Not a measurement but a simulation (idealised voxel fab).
The document below concerns the process module designated voxel gate over fins.
Section shown: cut. Width: 220 nm. Cell size: 5 nm, square.
We lay out every cross-section as a grid of square cells and spell it out in bands from the top down, where one band means one or more rows of cells. Look at the band entry: it leads with the top's height and the bottom's height in nm. Then it lists the materials left to right, with a width in nm for each. The word "everywhere" on a single material says that material fills the band edge to edge. The word "air" is empty space. Where do heights start? At 0: under that level the wafer as delivered is made of one material only. And the lowest band has no floor; it just carries on downward, as in "0 and below". When a width is written as two numbers, as in "30..40", the first number is the width in the top row of cells of the band and the second is the width in its bottom row, and the width changes by the same amount from each row to the next. Any step labelled "same as before" changed none of the cells in the cross-section. Entry "Trapped voids" = empty spaces >= 8 cells with no open way to the top; each as width x height at distance, distance from left edge, all nm. Where a step's line continues beyond its settings, the continuation is a remark by the simulator itself on that step. The optional step-line setting "overlay nm" applies to steps with a mask and quantifies how far to the right of its planned location the mask lay, a negative value indicating leftward placement.
The planned process steps are enumerated hereunder:
1 RECEIVE | material Si
2 CONFORMAL_DEP | material SiN | thk nm 10
3 PATTERN | tone cover | mask id FINS | material resist | width nm 15 | pitch nm 45 | thk nm 15 | overlay nm 0
4 DIRECTIONAL_ETCH | etch materials SiN | depth nm 10
5 DIRECTIONAL_ETCH | etch materials Si | depth nm 40
6 STRIP | etch materials resist
7 FILL_DEP | material SiO2 | thk nm 15
8 CMP | height nm 10
9 SELECTIVE_ETCH | etch materials SiO2 | depth nm 20
10 STRIP | etch materials SiN
11 CONFORMAL_DEP | material HfO2 | thk nm 5
12 CONFORMAL_DEP | material TiN | thk nm 5
13 CONFORMAL_DEP | material TiAl | thk nm 5
14 CONFORMAL_DEP | material TiN | thk nm 5
15 FILL_DEP | material W | thk nm 15
16 CMP | height nm 30
17 CONFORMAL_DEP | material SiCN | thk nm 10
On the first of the two wafers: run conducted according to plan:
Here's what the wafer looked like in cross-section when it arrived - that's after step 1:
	0 and below = Si everywhere
	Trapped voids: none
Step 2 complete: cross-section through the wafer:
	10 down to 0 = SiN everywhere
	Everything below 0 is unchanged.
Step 3 complete: cross-section through the wafer:
	25 down to 10 = 35 nm air; 15 nm resist; 30 nm air; 15 nm resist; 30 nm air; 15 nm resist; 30 nm air; 15 nm resist; 35 nm air
	Everything below 10 is unchanged.
Step 4 complete: cross-section through the wafer:
	25 down to 10 = 35 nm air; 15 nm resist; 30 nm air; 15 nm resist; 30 nm air; 15 nm resist; 30 nm air; 15 nm resist; 35 nm air
	10 down to 0 = 35 nm air; 15 nm SiN; 30 nm air; 15 nm SiN; 30 nm air; 15 nm SiN; 30 nm air; 15 nm SiN; 35 nm air
	Everything below 0 is unchanged.
Step 5 complete: cross-section through the wafer:
	25 down to 10 = 35 nm air; 15 nm resist; 30 nm air; 15 nm resist; 30 nm air; 15 nm resist; 30 nm air; 15 nm resist; 35 nm air
	10 down to 0 = 35 nm air; 15 nm SiN; 30 nm air; 15 nm SiN; 30 nm air; 15 nm SiN; 30 nm air; 15 nm SiN; 35 nm air
	0 down to -40 = 35 nm air; 15 nm Si; 30 nm air; 15 nm Si; 30 nm air; 15 nm Si; 30 nm air; 15 nm Si; 35 nm air
	Everything below -40 is unchanged.
Step 6 complete: cross-section through the wafer:
	10 down to 0 = 35 nm air; 15 nm SiN; 30 nm air; 15 nm SiN; 30 nm air; 15 nm SiN; 30 nm air; 15 nm SiN; 35 nm air
	Everything below 0 is unchanged.
Step 7 complete: cross-section through the wafer:
	25 down to 10 = SiO2 everywhere
	10 down to 0 = 35 nm SiO2; 15 nm SiN; 30 nm SiO2; 15 nm SiN; 30 nm SiO2; 15 nm SiN; 30 nm SiO2; 15 nm SiN; 35 nm SiO2
	0 down to -40 = 35 nm SiO2; 15 nm Si; 30 nm SiO2; 15 nm Si; 30 nm SiO2; 15 nm Si; 30 nm SiO2; 15 nm Si; 35 nm SiO2
	Everything below -40 is unchanged.
Step 8 complete: cross-section through the wafer:
	10 down to 0 = 35 nm SiO2; 15 nm SiN; 30 nm SiO2; 15 nm SiN; 30 nm SiO2; 15 nm SiN; 30 nm SiO2; 15 nm SiN; 35 nm SiO2
	Everything below 0 is unchanged.
Step 9 complete: cross-section through the wafer:
	10 down to 0 = 35 nm air; 15 nm SiN; 30 nm air; 15 nm SiN; 30 nm air; 15 nm SiN; 30 nm air; 15 nm SiN; 35 nm air
	0 down to -10 = 35 nm air; 15 nm Si; 30 nm air; 15 nm Si; 30 nm air; 15 nm Si; 30 nm air; 15 nm Si; 35 nm air
	Everything below -10 is unchanged.
Step 10 complete: cross-section through the wafer:
	0 down to -10 = 35 nm air; 15 nm Si; 30 nm air; 15 nm Si; 30 nm air; 15 nm Si; 30 nm air; 15 nm Si; 35 nm air
	Everything below -10 is unchanged.
Step 11 complete: cross-section through the wafer:
	5 down to 0 = 30 nm air; 25 nm HfO2; 20 nm air; 25 nm HfO2; 20 nm air; 25 nm HfO2; 20 nm air; 25 nm HfO2; 30 nm air
	0 down to -5 = 30 nm air; 5 nm HfO2; 15 nm Si; 5 nm HfO2; 20 nm air; 5 nm HfO2; 15 nm Si; 5 nm HfO2; 20 nm air; 5 nm HfO2; 15 nm Si; 5 nm HfO2; 20 nm air; 5 nm HfO2; 15 nm Si; 5 nm HfO2; 30 nm air
	-5 down to -10 = 35 nm HfO2; 15 nm Si; 30 nm HfO2; 15 nm Si; 30 nm HfO2; 15 nm Si; 30 nm HfO2; 15 nm Si; 35 nm HfO2
	Everything below -10 is unchanged.
Step 12 complete: cross-section through the wafer:
	10 down to 5 = 25 nm air; 35 nm TiN; 10 nm air; 35 nm TiN; 10 nm air; 35 nm TiN; 10 nm air; 35 nm TiN; 25 nm air
	5 down to 0 = 25 nm air; 5 nm TiN; 25 nm HfO2; 5 nm TiN; 10 nm air; 5 nm TiN; 25 nm HfO2; 5 nm TiN; 10 nm air; 5 nm TiN; 25 nm HfO2; 5 nm TiN; 10 nm air; 5 nm TiN; 25 nm HfO2; 5 nm TiN; 25 nm air
	0 down to -5 = 30 nm TiN; 5 nm HfO2; 15 nm Si; 5 nm HfO2; 20 nm TiN; 5 nm HfO2; 15 nm Si; 5 nm HfO2; 20 nm TiN; 5 nm HfO2; 15 nm Si; 5 nm HfO2; 20 nm TiN; 5 nm HfO2; 15 nm Si; 5 nm HfO2; 30 nm TiN
	Everything below -5 is unchanged.
Step 13 complete: cross-section through the wafer:
	15 down to 10 = 20 nm air; 180 nm TiAl; 20 nm air
	10 down to 5 = 20 nm air; 5 nm TiAl; 35 nm TiN; 10 nm TiAl; 35 nm TiN; 10 nm TiAl; 35 nm TiN; 10 nm TiAl; 35 nm TiN; 5 nm TiAl; 20 nm air
	5 down to 0 = 25 nm TiAl; 5 nm TiN; 25 nm HfO2; 5 nm TiN; 10 nm TiAl; 5 nm TiN; 25 nm HfO2; 5 nm TiN; 10 nm TiAl; 5 nm TiN; 25 nm HfO2; 5 nm TiN; 10 nm TiAl; 5 nm TiN; 25 nm HfO2; 5 nm TiN; 25 nm TiAl
	Everything below 0 is unchanged.
Step 14 complete: cross-section through the wafer:
	20 down to 15 = 15 nm air; 190 nm TiN; 15 nm air
	15 down to 10 = 15 nm air; 5 nm TiN; 180 nm TiAl; 5 nm TiN; 15 nm air
	10 down to 5 = 20 nm TiN; 5 nm TiAl; 35 nm TiN; 10 nm TiAl; 35 nm TiN; 10 nm TiAl; 35 nm TiN; 10 nm TiAl; 35 nm TiN; 5 nm TiAl; 20 nm TiN
	Everything below 5 is unchanged.
Step 15 complete: cross-section through the wafer:
	35 down to 20 = W everywhere
	20 down to 15 = 15 nm W; 190 nm TiN; 15 nm W
	15 down to 10 = 15 nm W; 5 nm TiN; 180 nm TiAl; 5 nm TiN; 15 nm W
	Everything below 10 is unchanged.
Step 16 complete: cross-section through the wafer:
	30 down to 20 = W everywhere
	Everything below 20 is unchanged.
Step 17 complete: cross-section through the wafer:
	40 down to 30 = SiCN everywhere
	Everything below 30 is unchanged.
second wafer: like start, like plan, one mistake. Through step 4 it matches the first wafer:
Cross-section of the second wafer when, according to plan, step 5 should have finished:
	25 down to 10 = 35 nm air; 15 nm resist; 30 nm air; 15 nm resist; 30 nm air; 15 nm resist; 30 nm air; 15 nm resist; 35 nm air
	10 down to 0 = 35 nm air; 15 nm SiN; 30 nm air; 15 nm SiN; 30 nm air; 15 nm SiN; 30 nm air; 15 nm SiN; 35 nm air
	0 down to -35 = 35 nm air; 15 nm Si; 30 nm air; 15 nm Si; 30 nm air; 15 nm Si; 30 nm air; 15 nm Si; 35 nm air
	Everything below -35 is unchanged.
Cross-section of the second wafer when, according to plan, step 6 should have finished:
	10 down to 0 = 35 nm air; 15 nm SiN; 30 nm air; 15 nm SiN; 30 nm air; 15 nm SiN; 30 nm air; 15 nm SiN; 35 nm air
	Everything below 0 is unchanged.
Cross-section of the second wafer when, according to plan, step 7 should have finished:
	25 down to 10 = SiO2 everywhere
	10 down to 0 = 35 nm SiO2; 15 nm SiN; 30 nm SiO2; 15 nm SiN; 30 nm SiO2; 15 nm SiN; 30 nm SiO2; 15 nm SiN; 35 nm SiO2
	0 down to -35 = 35 nm SiO2; 15 nm Si; 30 nm SiO2; 15 nm Si; 30 nm SiO2; 15 nm Si; 30 nm SiO2; 15 nm Si; 35 nm SiO2
	Everything below -35 is unchanged.
Cross-section of the second wafer when, according to plan, step 8 should have finished:
	10 down to 0 = 35 nm SiO2; 15 nm SiN; 30 nm SiO2; 15 nm SiN; 30 nm SiO2; 15 nm SiN; 30 nm SiO2; 15 nm SiN; 35 nm SiO2
	Everything below 0 is unchanged.
Cross-section of the second wafer when, according to plan, step 9 should have finished:
	10 down to 0 = 35 nm air; 15 nm SiN; 30 nm air; 15 nm SiN; 30 nm air; 15 nm SiN; 30 nm air; 15 nm SiN; 35 nm air
	0 down to -10 = 35 nm air; 15 nm Si; 30 nm air; 15 nm Si; 30 nm air; 15 nm Si; 30 nm air; 15 nm Si; 35 nm air
	Everything below -10 is unchanged.
Cross-section of the second wafer when, according to plan, step 10 should have finished:
	0 down to -10 = 35 nm air; 15 nm Si; 30 nm air; 15 nm Si; 30 nm air; 15 nm Si; 30 nm air; 15 nm Si; 35 nm air
	Everything below -10 is unchanged.
Cross-section of the second wafer when, according to plan, step 11 should have finished:
	5 down to 0 = 30 nm air; 25 nm HfO2; 20 nm air; 25 nm HfO2; 20 nm air; 25 nm HfO2; 20 nm air; 25 nm HfO2; 30 nm air
	0 down to -5 = 30 nm air; 5 nm HfO2; 15 nm Si; 5 nm HfO2; 20 nm air; 5 nm HfO2; 15 nm Si; 5 nm HfO2; 20 nm air; 5 nm HfO2; 15 nm Si; 5 nm HfO2; 20 nm air; 5 nm HfO2; 15 nm Si; 5 nm HfO2; 30 nm air
	-5 down to -10 = 35 nm HfO2; 15 nm Si; 30 nm HfO2; 15 nm Si; 30 nm HfO2; 15 nm Si; 30 nm HfO2; 15 nm Si; 35 nm HfO2
	Everything below -10 is unchanged.
Cross-section of the second wafer when, according to plan, step 12 should have finished:
	10 down to 5 = 25 nm air; 35 nm TiN; 10 nm air; 35 nm TiN; 10 nm air; 35 nm TiN; 10 nm air; 35 nm TiN; 25 nm air
	5 down to 0 = 25 nm air; 5 nm TiN; 25 nm HfO2; 5 nm TiN; 10 nm air; 5 nm TiN; 25 nm HfO2; 5 nm TiN; 10 nm air; 5 nm TiN; 25 nm HfO2; 5 nm TiN; 10 nm air; 5 nm TiN; 25 nm HfO2; 5 nm TiN; 25 nm air
	0 down to -5 = 30 nm TiN; 5 nm HfO2; 15 nm Si; 5 nm HfO2; 20 nm TiN; 5 nm HfO2; 15 nm Si; 5 nm HfO2; 20 nm TiN; 5 nm HfO2; 15 nm Si; 5 nm HfO2; 20 nm TiN; 5 nm HfO2; 15 nm Si; 5 nm HfO2; 30 nm TiN
	Everything below -5 is unchanged.
Cross-section of the second wafer when, according to plan, step 13 should have finished:
	15 down to 10 = 20 nm air; 180 nm TiAl; 20 nm air
	10 down to 5 = 20 nm air; 5 nm TiAl; 35 nm TiN; 10 nm TiAl; 35 nm TiN; 10 nm TiAl; 35 nm TiN; 10 nm TiAl; 35 nm TiN; 5 nm TiAl; 20 nm air
	5 down to 0 = 25 nm TiAl; 5 nm TiN; 25 nm HfO2; 5 nm TiN; 10 nm TiAl; 5 nm TiN; 25 nm HfO2; 5 nm TiN; 10 nm TiAl; 5 nm TiN; 25 nm HfO2; 5 nm TiN; 10 nm TiAl; 5 nm TiN; 25 nm HfO2; 5 nm TiN; 25 nm TiAl
	Everything below 0 is unchanged.
Cross-section of the second wafer when, according to plan, step 14 should have finished:
	20 down to 15 = 15 nm air; 190 nm TiN; 15 nm air
	15 down to 10 = 15 nm air; 5 nm TiN; 180 nm TiAl; 5 nm TiN; 15 nm air
	10 down to 5 = 20 nm TiN; 5 nm TiAl; 35 nm TiN; 10 nm TiAl; 35 nm TiN; 10 nm TiAl; 35 nm TiN; 10 nm TiAl; 35 nm TiN; 5 nm TiAl; 20 nm TiN
	Everything below 5 is unchanged.
Cross-section of the second wafer when, according to plan, step 15 should have finished:
	35 down to 20 = W everywhere
	20 down to 15 = 15 nm W; 190 nm TiN; 15 nm W
	15 down to 10 = 15 nm W; 5 nm TiN; 180 nm TiAl; 5 nm TiN; 15 nm W
	Everything below 10 is unchanged.
Cross-section of the second wafer when, according to plan, step 16 should have finished:
	30 down to 20 = W everywhere
	Everything below 20 is unchanged.
Cross-section of the second wafer when, according to plan, step 17 should have finished:
	40 down to 30 = SiCN everywhere
	Everything below 30 is unchanged.
What went wrong in running the wafer? note that step 5 departed from the planned setting and was carried out as DIRECTIONAL_ETCH | etch materials Si | depth nm 35
Cell-count delta at end, second wafer over first, by material: +32 Si; -32 SiO2
